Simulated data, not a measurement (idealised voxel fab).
Process module under the name voxel transistor to metal
For reference, the cross-section in this document is cut, with width 260 nm and square cells of 5 nm.
Each cross-section below is a grid of square cells, stated as bands in top-down order, with one or more rows of cells making up each band.
Heights first: top, then bottom, in nm. Then materials, left to right, each with a width in nm. "full width" on a single material: fills the band edge to edge. "blank": empty space.
The level at which height equals 0 is the one under which the wafer, as it arrives, is entirely one material. No lower edge exists for the bottom band, which continues downward and is notated as in "0 -> down".
The expression "30..40" gives the width at the extremes of the band, the first number at its top row of cells and the second at its bottom row, with the width changing by equal amounts from each row to the next in between.
The cross-section has no changed cell in any step marked "no alterations made".
Look at "Sealed internal voids" for the closed voids: empty spaces with no open path to the top, sized 8 cells or up. Each is width x height at distance, distance from the left edge, all nm.
Post-settings text on a step line: simulator's own remark regarding the step.
"overlay nm", when on a step's line for a step with a mask, measures how far to the right of its planned place the mask lay; a negative measure means to the left.

[So here's the lineup of process steps we planned]
step 1: RECEIVE | material Si
step 2: CONFORMAL_DEP | material SiO2 | thk nm 5
step 3: CONFORMAL_DEP | material SiN | thk nm 15
step 4: PATTERN | tone cover | mask id ACTIVE | material resist | width nm 90 | pitch nm 120 | thk nm 20 | overlay nm 0
step 5: DIRECTIONAL_ETCH | etch materials SiN | depth nm 15
step 6: DIRECTIONAL_ETCH | etch materials SiO2 | depth nm 5
step 7: DIRECTIONAL_ETCH | etch materials Si | depth nm 30
step 8: STRIP | etch materials resist
step 9: FILL_DEP | material SiO2 | thk nm 5
step 10: CMP | height nm 20
step 11: SELECTIVE_ETCH | etch materials SiO2 | depth nm 15
step 12: STRIP | etch materials SiN
step 13: SELECTIVE_ETCH | etch materials SiO2 | depth nm 5
step 14: OXIDIZE | depth nm 5
step 15: DIRECTIONAL_DEP | material polySi | thk nm 25
step 16: DIRECTIONAL_DEP | material SiCN | thk nm 10
step 17: MASKED_ETCH | tone cover | mask id GATE | width nm 20 | pitch nm 120 | etch materials SiCN | depth nm 20 | overlay nm 0
step 18: MASKED_ETCH | tone cover | mask id GATE | width nm 20 | pitch nm 120 | etch materials polySi | depth nm 35 | overlay nm 0
step 19: CONFORMAL_DEP | material SiN | thk nm 5
step 20: DIRECTIONAL_ETCH | etch materials SiN | depth nm 5
step 21: DIRECTIONAL_ETCH | etch materials SiO2 | depth nm 5
step 22: EPI | material SiGe | thk nm 5
step 23: FILL_DEP | material SiO2 | thk nm 5
step 24: CMP | height nm 35
step 25: DIRECTIONAL_DEP | material SiO2 | thk nm 10
step 26: DIRECTIONAL_DEP | material aC | thk nm 15
step 27: PATTERN | tone open | mask id CONTACT | material resist | width nm 25 | thk nm 30 | overlay nm 0
step 28: DIRECTIONAL_ETCH | etch materials aC | depth nm 15
step 29: STRIP | etch materials resist
step 30: DIRECTIONAL_ETCH | etch materials SiO2 | depth nm 45
step 31: STRIP | etch materials aC
step 32: CONFORMAL_DEP | material TiN | thk nm 5
step 33: FILL_DEP | material W | thk nm 10
step 34: CMP | height nm 45
step 35: CONFORMAL_DEP | material SiN | thk nm 5
step 36: DIRECTIONAL_DEP | material SiO2 | thk nm 25
step 37: DIRECTIONAL_DEP | material aC | thk nm 15
step 38: PATTERN | tone open | mask id METAL_1 | material resist | width nm 15 | thk nm 35 | overlay nm 0
step 39: DIRECTIONAL_ETCH | etch materials aC | depth nm 15
step 40: STRIP | etch materials resist
step 41: DIRECTIONAL_ETCH | etch materials SiO2 | depth nm 25
step 42: DIRECTIONAL_ETCH | etch materials SiN | depth nm 5
step 43: STRIP | etch materials aC
step 44: CONFORMAL_DEP | material TiN | thk nm 5
step 45: FILL_DEP | material Cu | thk nm 5
step 46: CMP | height nm 75
step 47: EPI | material Ru | thk nm 5
step 48: FILL_DEP | material SiCN | thk nm 5
step 49: DIRECTIONAL_DEP | material lowk | thk nm 25
step 50: PATTERN | tone open | mask id METAL_2 | material resist | width nm 15 | pitch nm 120 | thk nm 15 | overlay nm 0
step 51: DIRECTIONAL_ETCH | etch materials lowk | depth nm 15
step 52: STRIP | etch materials resist
step 53: DIRECTIONAL_DEP | material aC | thk nm 10
step 54: PATTERN | tone open | mask id METAL_2_HOLES | material resist | width nm 15 | pitch nm 120 | thk nm 30 | overlay nm 0
step 55: DIRECTIONAL_ETCH | etch materials aC | depth nm 10
step 56: STRIP | etch materials resist
step 57: DIRECTIONAL_ETCH | etch materials lowk | depth nm 10
step 58: DIRECTIONAL_ETCH | etch materials SiCN | depth nm 5
step 59: STRIP | etch materials aC
step 60: CONFORMAL_DEP | material TiN | thk nm 5
step 61: FILL_DEP | material Cu | thk nm 5
step 62: CMP | height nm 110
step 63: CONFORMAL_DEP | material SiN | thk nm 5
For this document, wafers share an identical start and vary in the step 38 width nm; the plan quotes the first wafer's value.

[Cross-section of the first of several wafers as received (after step 1)]
0 -> down: Si full width
Sealed internal voids: none

[Here is the cross-section of the first of several wafers at the end of the module, after its last step, step 63]
115 -> 110: SiN full width
110 -> 85: 30 of lowk  5 of TiN  5 of Cu  5 of TiN  105 of lowk  5 of TiN  5 of Cu  5 of TiN  95 of lowk
85 -> 80: 30 of SiCN  15 of TiN  105 of SiCN  15 of TiN  95 of SiCN
80 -> 75: 25 of SiCN  25 of Ru  40 of SiCN  25 of Ru  30 of SiCN  25 of Ru  40 of SiCN  25 of Ru  25 of SiCN
75 -> 50: 30 of SiO2  5 of TiN  5 of Cu  5 of TiN  50 of SiO2  5 of TiN  5 of Cu  5 of TiN  40 of SiO2  5 of TiN  5 of Cu  5 of TiN  50 of SiO2  5 of TiN  5 of Cu  5 of TiN  30 of SiO2
50 -> 45: 30 of SiN  15 of TiN  50 of SiN  15 of TiN  40 of SiN  15 of TiN  50 of SiN  15 of TiN  30 of SiN
45 -> 35: 30 of SiO2  5 of TiN  15 of W  5 of TiN  30 of SiO2  5 of TiN  15 of W  5 of TiN  40 of SiO2  5 of TiN  15 of W  5 of TiN  30 of SiO2  5 of TiN  15 of W  5 of TiN  30 of SiO2
35 -> 25: 30 of SiO2  5 of TiN  15 of W  5 of TiN  5 of SiN  20 of SiCN  5 of SiN  5 of TiN  15 of W  5 of TiN  40 of SiO2  5 of TiN  15 of W  5 of TiN  5 of SiN  20 of SiCN  5 of SiN  5 of TiN  15 of W  5 of TiN  30 of SiO2
25 -> 5: 30 of SiO2  5 of TiN  15 of W  5 of TiN  5 of SiN  20 of polySi  5 of SiN  5 of TiN  15 of W  5 of TiN  40 of SiO2  5 of TiN  15 of W  5 of TiN  5 of SiN  20 of polySi  5 of SiN  5 of TiN  15 of W  5 of TiN  30 of SiO2
5 -> 0: 30 of SiO2  25 of TiN  5 of SiN  20 of polySi  5 of SiN  25 of TiN  40 of SiO2  25 of TiN  5 of SiN  20 of polySi  5 of SiN  25 of TiN  30 of SiO2
0 -> -5: 20 of SiO2  35 of SiGe  30 of SiO2  35 of SiGe  20 of SiO2  35 of SiGe  30 of SiO2  35 of SiGe  20 of SiO2
-5 -> -30: 25 of SiO2  90 of Si  30 of SiO2  90 of Si  25 of SiO2
-30 -> down: Si full width
Sealed internal voids: none

[Cross-section of the final wafer among several, taken at the end of the module]
115 -> 110: SiN full width
110 -> 85: 30 of lowk  5 of TiN  5 of Cu  5 of TiN  105 of lowk  5 of TiN  5 of Cu  5 of TiN  95 of lowk
85 -> 80: 30 of SiCN  15 of TiN  105 of SiCN  15 of TiN  95 of SiCN
80 -> 75: 20 of SiCN  40 of Ru  25 of SiCN  40 of Ru  15 of SiCN  40 of Ru  25 of SiCN  40 of Ru  15 of SiCN
75 -> 50: 25 of SiO2  5 of TiN  20 of Cu  5 of TiN  35 of SiO2  5 of TiN  20 of Cu  5 of TiN  25 of SiO2  5 of TiN  20 of Cu  5 of TiN  35 of SiO2  5 of TiN  20 of Cu  5 of TiN  20 of SiO2
50 -> 45: 25 of SiN  30 of TiN  35 of SiN  30 of TiN  25 of SiN  30 of TiN  35 of SiN  30 of TiN  20 of SiN
45 -> 35: 30 of SiO2  5 of TiN  15 of W  5 of TiN  30 of SiO2  5 of TiN  15 of W  5 of TiN  40 of SiO2  5 of TiN  15 of W  5 of TiN  30 of SiO2  5 of TiN  15 of W  5 of TiN  30 of SiO2
35 -> 25: 30 of SiO2  5 of TiN  15 of W  5 of TiN  5 of SiN  20 of SiCN  5 of SiN  5 of TiN  15 of W  5 of TiN  40 of SiO2  5 of TiN  15 of W  5 of TiN  5 of SiN  20 of SiCN  5 of SiN  5 of TiN  15 of W  5 of TiN  30 of SiO2
25 -> 5: 30 of SiO2  5 of TiN  15 of W  5 of TiN  5 of SiN  20 of polySi  5 of SiN  5 of TiN  15 of W  5 of TiN  40 of SiO2  5 of TiN  15 of W  5 of TiN  5 of SiN  20 of polySi  5 of SiN  5 of TiN  15 of W  5 of TiN  30 of SiO2
5 -> 0: 30 of SiO2  25 of TiN  5 of SiN  20 of polySi  5 of SiN  25 of TiN  40 of SiO2  25 of TiN  5 of SiN  20 of polySi  5 of SiN  25 of TiN  30 of SiO2
0 -> -5: 20 of SiO2  35 of SiGe  30 of SiO2  35 of SiGe  20 of SiO2  35 of SiGe  30 of SiO2  35 of SiGe  20 of SiO2
-5 -> -30: 25 of SiO2  90 of Si  30 of SiO2  90 of Si  25 of SiO2
-30 -> down: Si full width
Sealed internal voids: none

[Note: the following table is arranged by wafer, a row apiece. Each row reports the end-of-module state: per material, cells gained (+) or cells lost (-) compared with the wafer as received; closed voids follow]
width nm 15, +30 Cu, +20 Ru, -132 Si, +94 SiCN, +28 SiGe, +120 SiN, +508 SiO2, +162 TiN, +96 W, +230 lowk, +40 polySi, Sealed internal voids: none
width nm 20, +50 Cu, +24 Ru, -132 Si, +90 SiCN, +28 SiGe, +116 SiN, +488 SiO2, +166 TiN, +96 W, +230 lowk, +40 polySi, Sealed internal voids: none
width nm 25, +70 Cu, +28 Ru, -132 Si, +86 SiCN, +28 SiGe, +112 SiN, +468 SiO2, +170 TiN, +96 W, +230 lowk, +40 polySi, Sealed internal voids: none
width nm 30, +90 Cu, +32 Ru, -132 Si, +82 SiCN, +28 SiGe, +108 SiN, +448 SiO2, +174 TiN, +96 W, +230 lowk, +40 polySi, Sealed internal voids: none
